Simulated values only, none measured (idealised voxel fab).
Herein follows the process module entitled voxel ribs on slabs.
For reference, the cross-section in this document is cut, with width 185 nm and square cells of 5 nm.
Just so we're on the same page, the cross-sections are grids of square cells, and they're listed out in bands top to bottom, each band one or more rows deep.
First you get the band's top height and its bottom height, in nm, and then the materials it's made of, left to right, with each width in nm. If you see a single material with "full width", that one covers the band edge to edge. "empty" is empty space.
All heights in this document are referenced to 0, defined as the level beneath which the wafer, as received, consists entirely of one material. The lowest band is not bounded below; it extends indefinitely downward and is written in the form "from 0 down".
It should be noted that a width expressed as "30..40" varies in equal increments from row to row of cells within the band, taking the value of the first number at the top row and that of the second number at the bottom row.
Where a step carries "all unchanged", the cross-section came out of it unchanged, cell for cell.
You'll see "Closed cavities" listing empty spaces that have no way open to the top, as long as they're 8 cells or more; the notation is width x height at distance, where the distance is from the left edge, and all of it is in nm.
Where a step's line continues beyond its settings, the continuation is a remark by the simulator itself on that step.
If you see "overlay nm" on a step's line and that step has a mask, it's telling you how far right of where it was planned the mask ended up; a negative number means it went left instead.
SET OUT BELOW ARE THE PLANNED STEPS OF THE PROCESS
1) RECEIVE (material Si)
2) DIRECTIONAL_DEP (material SiO2; thk nm 25)
3) DIRECTIONAL_DEP (material polySi; thk nm 15)
4) PATTERN (tone cover; mask id RIB; material resist; width nm 25; thk nm 15; overlay nm 0)
5) DIRECTIONAL_ETCH (etch materials polySi; depth nm 10)
6) STRIP (etch materials resist)
7) MASKED_ETCH (tone cover; mask id SLAB; width nm 65; etch materials polySi; depth nm 5; overlay nm 0)
8) FILL_DEP (material SiO2; thk nm 20)
9) CMP (height nm 50)
10) DIRECTIONAL_DEP (material TiN; thk nm 10)
11) MASKED_ETCH (tone cover; mask id HEATER; width nm 35; etch materials TiN; depth nm 10; overlay nm 0)
12) CONFORMAL_DEP (material SiN; thk nm 5)
WAFER AS RECEIVED: CROSS-SECTION FOLLOWING STEP 1
- from 0 down  Si full width
- Closed cavities: none
STARTING STRUCTURE AND PROCESS PLAN ARE AS SHOWN ABOVE, BUT ONE MISTAKE WAS MADE IN RUNNING THE MODULE; THE WAFER CROSS-SECTION AT THE END OF THE MODULE FOLLOWS
- from 65 to 60  empty: 70, SiN: 45, empty: 70
- from 60 to 55  empty: 70, SiN: 5, TiN: 35, SiN: 5, empty: 70
- from 55 to 50  SiN: 75, TiN: 35, SiN: 75
- from 50 to 40  SiO2: 80..60, polySi: 25..65, SiO2: 80..60
- from 40 to 25  polySi full width
- from 25 to 0  SiO2 full width
- from 0 down  Si full width
- Closed cavities: none
Deviation noted in wafer processing: the plan had its step 3 run twice
